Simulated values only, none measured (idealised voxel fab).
process module | voxel gate over fins
cross-section cut | 195 nm wide | cells 5 nm
A cross-section is a grid of square cells, given in bands from the top down. A band is one or more rows of cells.
Each band's line starts with the height of the band's top and of its bottom, in nm. Then come its materials from left to right, each with its width in nm. One material with "throughout" fills the band from edge to edge. "air" is empty space.
Height 0 is the level under which the wafer as received is all one material. The lowest band goes on downwards, as in "0 down".
A width such as "30 to 40" changes by the same amount from each row of cells to the next, from the band's top row to its bottom row.
"no change" after a step means that no cell of the cross-section changed.
closed voids: empty space of 8 cells or more with no open way to the top, each as width x height at its distance from the left edge, in nm
after a step's settings: what the simulator itself notes on the step
overlay nm, on a step with a mask: how far to the right of its planned place the mask lay; to the left if negative
plan
1 op RECEIVE | material Si
2 op CONFORMAL_DEP | material SiN | thk nm 5
3 op PATTERN | tone cover | mask id FINS | material resist | width nm 15 | pitch nm 40 | thk nm 20 | overlay nm 0
4 op DIRECTIONAL_ETCH | etch materials SiN | depth nm 5
5 op DIRECTIONAL_ETCH | etch materials Si | depth nm 35
6 op STRIP | etch materials resist
7 op OXIDIZE | depth nm 5
8 op FILL_DEP | material SiO2 | thk nm 15
9 op CMP | height nm 5
10 op SELECTIVE_ETCH | etch materials SiO2 | depth nm 20
11 op STRIP | etch materials SiN
12 op CONFORMAL_DEP | material HfO2 | thk nm 5
13 op CONFORMAL_DEP | material TiN | thk nm 5
14 op FILL_DEP | material W | thk nm 15
15 op CMP | height nm 20
16 op CONFORMAL_DEP | material SiCN | thk nm 10
as received, after step 1
  0 down: Si throughout
  closed voids: none
first wafer at the end, as planned
  30 to 20: SiCN throughout
  20 to 10: W throughout
  10 to 5: W 65 | TiN 25 | W 15 | TiN 25 | W 65
  5 to 0: W 65 | TiN 5 | HfO2 15 | TiN 5 | W 15 | TiN 5 | HfO2 15 | TiN 5 | W 65
  0 to -5: W 65 | TiN 5 | HfO2 5 | Si 5 | HfO2 5 | TiN 5 | W 15 | TiN 5 | HfO2 5 | Si 5 | HfO2 5 | TiN 5 | W 65
  -5 to -10: TiN 70 | HfO2 5 | Si 5 | HfO2 5 | TiN 25 | HfO2 5 | Si 5 | HfO2 5 | TiN 70
  -10 to -15: HfO2 75 | Si 5 | HfO2 35 | Si 5 | HfO2 75
  -15 to -40: SiO2 75 | Si 5 | SiO2 35 | Si 5 | SiO2 75
  -40 down: Si throughout
  closed voids: none
second wafer at the end: like start, like plan, one mistake
  30 to 20: SiCN throughout
  20 to 10: W throughout
  10 to 5: W 65 | TiN 25 | W 15 | TiN 25 | W 65
  5 to 0: W 65 | TiN 5 | HfO2 15 | TiN 5 | W 15 | TiN 5 | HfO2 15 | TiN 5 | W 65
  0 to -15: W 65 | TiN 5 | HfO2 5 | Si 5 | HfO2 5 | TiN 5 | W 15 | TiN 5 | HfO2 5 | Si 5 | HfO2 5 | TiN 5 | W 65
  -15 to -20: TiN 70 | HfO2 5 | Si 5 | HfO2 5 | TiN 25 | HfO2 5 | Si 5 | HfO2 5 | TiN 70
  -20 to -25: HfO2 75 | Si 5 | HfO2 35 | Si 5 | HfO2 75
  -25 to -40: SiO2 75 | Si 5 | SiO2 35 | Si 5 | SiO2 75
  -40 down: Si throughout
  closed voids: none
what went wrong: step 10 ran as: op SELECTIVE_ETCH | etch materials SiO2 | depth nm 30
at the end the second wafer has, in cells: 8 more of HfO2 | 74 fewer of SiO2 | 8 more of TiN | 58 more of W
